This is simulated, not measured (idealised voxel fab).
The document below concerns the process module designated voxel self aligned vias.
Section cut is 190 nm wide and gridded with 5 nm square cells.
Cross-section format: a grid of square cells, given as bands from top to bottom; each band is one or more rows of cells. What a band's entry tells you: where the top is and where the bottom is, as heights in nm, and after that what lies inside, material by material from left to right, each with its width in nm. Empty space is written as the word "blank", and a single material marked with the word "full width" occupies the band from edge to edge. Heights are reckoned from 0. Under this level, the received wafer is all of one material. The bottommost band is open-ended downward, for example "0 and below". Top row gets the first number, bottom row gets the second, and each row in between changes by the same step: that is how a band width like "30->40" works. Where a step carries "no modification", the cross-section came out of it unchanged, cell for cell. Reported under the label "Entrapped void list" are the empty spaces having no open way to the top and comprising 8 cells or more; the notation for each is width x height at distance, in which the distance is measured from the left edge and all three values are in nm. The remark found on a step's line after its settings is issued by the simulator itself and pertains to that step. For masked steps, "overlay nm" on the step line gives how far right of plan the mask actually lay; a minus sign means it lay to the left.
## Intended process steps
1) RECEIVE, material Si
2) CONFORMAL_DEP, material SiO2, thk nm 10
3) CONFORMAL_DEP, material SiCN, thk nm 5
4) DIRECTIONAL_DEP, material SiO2, thk nm 25
5) PATTERN, tone open, mask id LINES, material resist, width nm 25, pitch nm 70, thk nm 15, overlay nm 0
6) DIRECTIONAL_ETCH, etch materials SiO2, depth nm 25
7) STRIP, etch materials resist
8) CONFORMAL_DEP, material TiN, thk nm 5
9) FILL_DEP, material W, thk nm 10
10) CMP, height nm 40
11) SELECTIVE_ETCH, etch materials W Ru TiN, depth nm 5
12) FILL_DEP, material SiN, thk nm 5
13) CMP, height nm 40
14) DIRECTIONAL_DEP, material SiO2, thk nm 20
15) MASKED_ETCH, tone open, mask id VIAS, width nm 45, etch materials SiO2, depth nm 20, overlay nm 0
16) MASKED_ETCH, tone open, mask id VIAS, width nm 45, etch materials SiN, depth nm 5, overlay nm 0
17) CONFORMAL_DEP, material TiN, thk nm 5
18) FILL_DEP, material Ru, thk nm 5
19) CMP, height nm 60
20) CONFORMAL_DEP, material SiCN, thk nm 5
## Concerning the first of two wafers, which was run in accordance with the plan
## Wafer cross-section on receipt, i.e. after step 1
  0 and below = Si full width
  Entrapped void list: none
## After step 2, in cross-section
  10 down to 0 = SiO2 full width
  At heights below 0, the structure remains unaltered.
## After step 3, in cross-section
  15 down to 10 = SiCN full width
  At heights below 10, the structure remains unaltered.
## After step 4, in cross-section
  40 down to 15 = SiO2 full width
  At heights below 15, the structure remains unaltered.
## After step 5, in cross-section
  55 down to 40 = resist 45, then blank 25, then resist 45, then blank 25, then resist 50
  At heights below 40, the structure remains unaltered.
## After step 6, in cross-section
  55 down to 40 = resist 45, then blank 25, then resist 45, then blank 25, then resist 50
  40 down to 15 = SiO2 45, then blank 25, then SiO2 45, then blank 25, then SiO2 50
  At heights below 15, the structure remains unaltered.
## After step 7, in cross-section
  40 down to 15 = SiO2 45, then blank 25, then SiO2 45, then blank 25, then SiO2 50
  At heights below 15, the structure remains unaltered.
## After step 8, in cross-section
  45 down to 40 = TiN 50, then blank 15, then TiN 55, then blank 15, then TiN 55
  40 down to 20 = SiO2 45, then TiN 5, then blank 15, then TiN 5, then SiO2 45, then TiN 5, then blank 15, then TiN 5, then SiO2 50
  20 down to 15 = SiO2 45, then TiN 25, then SiO2 45, then TiN 25, then SiO2 50
  At heights below 15, the structure remains unaltered.
## After step 9, in cross-section
  55 down to 45 = W full width
  45 down to 40 = TiN 50, then W 15, then TiN 55, then W 15, then TiN 55
  40 down to 20 = SiO2 45, then TiN 5, then W 15, then TiN 5, then SiO2 45, then TiN 5, then W 15, then TiN 5, then SiO2 50
  At heights below 20, the structure remains unaltered.
## After step 10, in cross-section
  40 down to 20 = SiO2 45, then TiN 5, then W 15, then TiN 5, then SiO2 45, then TiN 5, then W 15, then TiN 5, then SiO2 50
  At heights below 20, the structure remains unaltered.
## After step 11, in cross-section
  40 down to 35 = SiO2 45, then blank 25, then SiO2 45, then blank 25, then SiO2 50
  At heights below 35, the structure remains unaltered.
## After step 12, in cross-section
  45 down to 40 = SiN full width
  40 down to 35 = SiO2 45, then SiN 25, then SiO2 45, then SiN 25, then SiO2 50
  At heights below 35, the structure remains unaltered.
## After step 13, in cross-section
  40 down to 35 = SiO2 45, then SiN 25, then SiO2 45, then SiN 25, then SiO2 50
  At heights below 35, the structure remains unaltered.
## After step 14, in cross-section
  60 down to 40 = SiO2 full width
  At heights below 40, the structure remains unaltered.
## After step 15, in cross-section
  60 down to 40 = SiO2 35, then blank 45, then SiO2 110
  At heights below 40, the structure remains unaltered.
## After step 16, in cross-section
  60 down to 40 = SiO2 35, then blank 45, then SiO2 110
  40 down to 35 = SiO2 45, then blank 25, then SiO2 45, then SiN 25, then SiO2 50
  At heights below 35, the structure remains unaltered.
## After step 17, in cross-section
  65 down to 60 = TiN 40, then blank 35, then TiN 115
  60 down to 45 = SiO2 35, then TiN 5, then blank 35, then TiN 5, then SiO2 110
  45 down to 40 = SiO2 35, then TiN 15, then blank 15, then TiN 15, then SiO2 110
  40 down to 35 = SiO2 45, then TiN 25, then SiO2 45, then SiN 25, then SiO2 50
  At heights below 35, the structure remains unaltered.
## After step 18, in cross-section
  70 down to 65 = Ru full width
  65 down to 60 = TiN 40, then Ru 35, then TiN 115
  60 down to 45 = SiO2 35, then TiN 5, then Ru 35, then TiN 5, then SiO2 110
  45 down to 40 = SiO2 35, then TiN 15, then Ru 15, then TiN 15, then SiO2 110
  At heights below 40, the structure remains unaltered.
## After step 19, in cross-section
  60 down to 45 = SiO2 35, then TiN 5, then Ru 35, then TiN 5, then SiO2 110
  At heights below 45, the structure remains unaltered.
## After step 20, in cross-section
  65 down to 60 = SiCN full width
  At heights below 60, the structure remains unaltered.
## Second wafer, same starting state and plan as the first, one mistake in the run, identical through step 2
Cross-section of the second wafer at the time step 3 of the plan should have ended: no modification
## Cross-section of the second wafer at the time step 4 of the plan should have ended
  35 down to 0 = SiO2 full width
  At heights below 0, the structure remains unaltered.
## Cross-section of the second wafer at the time step 5 of the plan should have ended
  50 down to 35 = resist 45, then blank 25, then resist 45, then blank 25, then resist 50
  At heights below 35, the structure remains unaltered.
## Cross-section of the second wafer at the time step 6 of the plan should have ended
  50 down to 35 = resist 45, then blank 25, then resist 45, then blank 25, then resist 50
  35 down to 10 = SiO2 45, then blank 25, then SiO2 45, then blank 25, then SiO2 50
  At heights below 10, the structure remains unaltered.
## Cross-section of the second wafer at the time step 7 of the plan should have ended
  35 down to 10 = SiO2 45, then blank 25, then SiO2 45, then blank 25, then SiO2 50
  At heights below 10, the structure remains unaltered.
## Cross-section of the second wafer at the time step 8 of the plan should have ended
  40 down to 35 = TiN 50, then blank 15, then TiN 55, then blank 15, then TiN 55
  35 down to 15 = SiO2 45, then TiN 5, then blank 15, then TiN 5, then SiO2 45, then TiN 5, then blank 15, then TiN 5, then SiO2 50
  15 down to 10 = SiO2 45, then TiN 25, then SiO2 45, then TiN 25, then SiO2 50
  At heights below 10, the structure remains unaltered.
## Cross-section of the second wafer at the time step 9 of the plan should have ended
  50 down to 40 = W full width
  40 down to 35 = TiN 50, then W 15, then TiN 55, then W 15, then TiN 55
  35 down to 15 = SiO2 45, then TiN 5, then W 15, then TiN 5, then SiO2 45, then TiN 5, then W 15, then TiN 5, then SiO2 50
  At heights below 15, the structure remains unaltered.
## Cross-section of the second wafer at the time step 10 of the plan should have ended
  40 down to 35 = TiN 50, then W 15, then TiN 55, then W 15, then TiN 55
  At heights below 35, the structure remains unaltered.
## Cross-section of the second wafer at the time step 11 of the plan should have ended
  35 down to 15 = SiO2 45, then TiN 5, then W 15, then TiN 5, then SiO2 45, then TiN 5, then W 15, then TiN 5, then SiO2 50
  At heights below 15, the structure remains unaltered.
## Cross-section of the second wafer at the time step 12 of the plan should have ended
  40 down to 35 = SiN full width
  At heights below 35, the structure remains unaltered.
Cross-section of the second wafer at the time step 13 of the plan should have ended: no modification
## Cross-section of the second wafer at the time step 14 of the plan should have ended
  60 down to 40 = SiO2 full width
  At heights below 40, the structure remains unaltered.
## Cross-section of the second wafer at the time step 15 of the plan should have ended
  60 down to 40 = SiO2 35, then blank 45, then SiO2 110
  At heights below 40, the structure remains unaltered.
## Cross-section of the second wafer at the time step 16 of the plan should have ended
  60 down to 40 = SiO2 35, then blank 45, then SiO2 110
  40 down to 35 = SiN 35, then blank 45, then SiN 110
  At heights below 35, the structure remains unaltered.
## Cross-section of the second wafer at the time step 17 of the plan should have ended
  65 down to 60 = TiN 40, then blank 35, then TiN 115
  60 down to 40 = SiO2 35, then TiN 5, then blank 35, then TiN 5, then SiO2 110
  40 down to 35 = SiN 35, then TiN 45, then SiN 110
  At heights below 35, the structure remains unaltered.
## Cross-section of the second wafer at the time step 18 of the plan should have ended
  70 down to 65 = Ru full width
  65 down to 60 = TiN 40, then Ru 35, then TiN 115
  60 down to 40 = SiO2 35, then TiN 5, then Ru 35, then TiN 5, then SiO2 110
  At heights below 40, the structure remains unaltered.
## Cross-section of the second wafer at the time step 19 of the plan should have ended
  60 down to 40 = SiO2 35, then TiN 5, then Ru 35, then TiN 5, then SiO2 110
  At heights below 40, the structure remains unaltered.
## Cross-section of the second wafer at the time step 20 of the plan should have ended
  65 down to 60 = SiCN full width
  At heights below 60, the structure remains unaltered.
Short version of what went wrong: step 3 of the plan: omitted, not performed
Materials where the second wafer ends with more or fewer cells than the first: Ru +4; SiCN -38; SiN +24; TiN +4; W +6
